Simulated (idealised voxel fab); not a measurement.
You're looking at the process module voxel gate over fins.
Cross-section cut spans 170 nm and uses square cells 5 nm in size.
Cross-section spec: square-cell grid; bands listed top down; each band is one or more rows.
Top height, bottom height, nm. Materials left to right, width each, nm. Single material + "everywhere" = fills band edge to edge. "blank" = empty.
For the purposes of this specification, 0 denotes the height below which the wafer in its as-received condition is composed wholly of one material, and the lowermost band, lacking a lower limit, extends downward without end, as expressed in "0..down".
The expression "30..40" gives the width at the extremes of the band, the first number at its top row of cells and the second at its bottom row, with the width changing by equal amounts from each row to the next in between.
Basically "identical to before" means that step didn't change any cell in the cross-section.
Entry "Voids lacking openings". Content: empty spaces with no open connection to the top, size 8 cells or greater. Each: width x height at distance. Distance: from left edge. Unit: nm.
On a step's line, text after the settings is the simulator commenting on that step.
The setting "overlay nm" may be written on the line of a step. When the step uses a mask, the value reports how far to the right of the planned place the mask lay, and a negative value reports that it lay to the left.

[Set out below are the planned steps of the process]
1) RECEIVE [material Si]
2) CONFORMAL_DEP [material SiN] [thk nm 5]
3) DIRECTIONAL_DEP [material aC] [thk nm 15]
4) PATTERN [tone cover] [mask id FINS] [material resist] [width nm 15] [pitch nm 45] [thk nm 35] [overlay nm 0]
5) DIRECTIONAL_ETCH [etch materials aC] [depth nm 15]
6) STRIP [etch materials resist]
7) DIRECTIONAL_ETCH [etch materials SiN] [depth nm 5]
8) DIRECTIONAL_ETCH [etch materials Si] [depth nm 40]
9) STRIP [etch materials aC]
10) OXIDIZE [depth nm 5]
11) FILL_DEP [material SiO2] [thk nm 5]
12) CMP [height nm 5]
13) SELECTIVE_ETCH [etch materials SiO2] [depth nm 15]
14) STRIP [etch materials SiN]
15) CONFORMAL_DEP [material HfO2] [thk nm 5]
16) CONFORMAL_DEP [material TiN] [thk nm 5]
17) FILL_DEP [material W] [thk nm 15]
18) CMP [height nm 20]
19) CONFORMAL_DEP [material SiCN] [thk nm 10]

[So this is the incoming wafer in cross-section - it's already been through step 1]
* 0..down  Si everywhere
* Voids lacking openings: none

[Cross-section, first of two wafers, end of module, run as planned]
* 30..20  SiCN everywhere
* 20..10  W everywhere
* 10..5  25 of W | 25 of TiN | 20 of W | 25 of TiN | 20 of W | 25 of TiN | 30 of W
* 5..0  25 of W | 5 of TiN | 15 of HfO2 | 5 of TiN | 20 of W | 5 of TiN | 15 of HfO2 | 5 of TiN | 20 of W | 5 of TiN | 15 of HfO2 | 5 of TiN | 30 of W
* 0..-5  30 of TiN | 5 of HfO2 | 5 of Si | 5 of HfO2 | 30 of TiN | 5 of HfO2 | 5 of Si | 5 of HfO2 | 30 of TiN | 5 of HfO2 | 5 of Si | 5 of HfO2 | 35 of TiN
* -5..-10  35 of HfO2 | 5 of Si | 40 of HfO2 | 5 of Si | 40 of HfO2 | 5 of Si | 40 of HfO2
* -10..-45  35 of SiO2 | 5 of Si | 40 of SiO2 | 5 of Si | 40 of SiO2 | 5 of Si | 40 of SiO2
* -45..down  Si everywhere
* Voids lacking openings: none

[What the second wafer looks like in cross-section once the module is done. Its start and its plan matched the first wafer's exactly; what differed was one mistake in how it was run]
* 30..20  SiCN everywhere
* 20..10  W everywhere
* 10..5  35 of TiN | 5 of W | 40 of TiN | 5 of W | 40 of TiN | 5 of W | 40 of TiN
* 5..0  30 of HfO2 | 5 of TiN | 5 of W | 5 of TiN | 30 of HfO2 | 5 of TiN | 5 of W | 5 of TiN | 30 of HfO2 | 5 of TiN | 5 of W | 5 of TiN | 35 of HfO2
* 0..-5  25 of Si | 5 of HfO2 | 15 of TiN | 5 of HfO2 | 20 of Si | 5 of HfO2 | 15 of TiN | 5 of HfO2 | 20 of Si | 5 of HfO2 | 15 of TiN | 5 of HfO2 | 30 of Si
* -5..-10  25 of Si | 25 of HfO2 | 20 of Si | 25 of HfO2 | 20 of Si | 25 of HfO2 | 30 of Si
* -10..-45  25 of Si | 25 of SiO2 | 20 of Si | 25 of SiO2 | 20 of Si | 25 of SiO2 | 30 of Si
* -45..down  Si everywhere
* Voids lacking openings: none
What was done differently from what was planned? rather than as planned, step 4 actually ran as PATTERN [tone open] [mask id FINS] [material resist] [width nm 15] [pitch nm 45] [thk nm 35] [overlay nm 0]
Looking at both finished wafers in cells, the second ends up ahead of or behind the first on some materials: Si +144; SiO2 -112; W -32
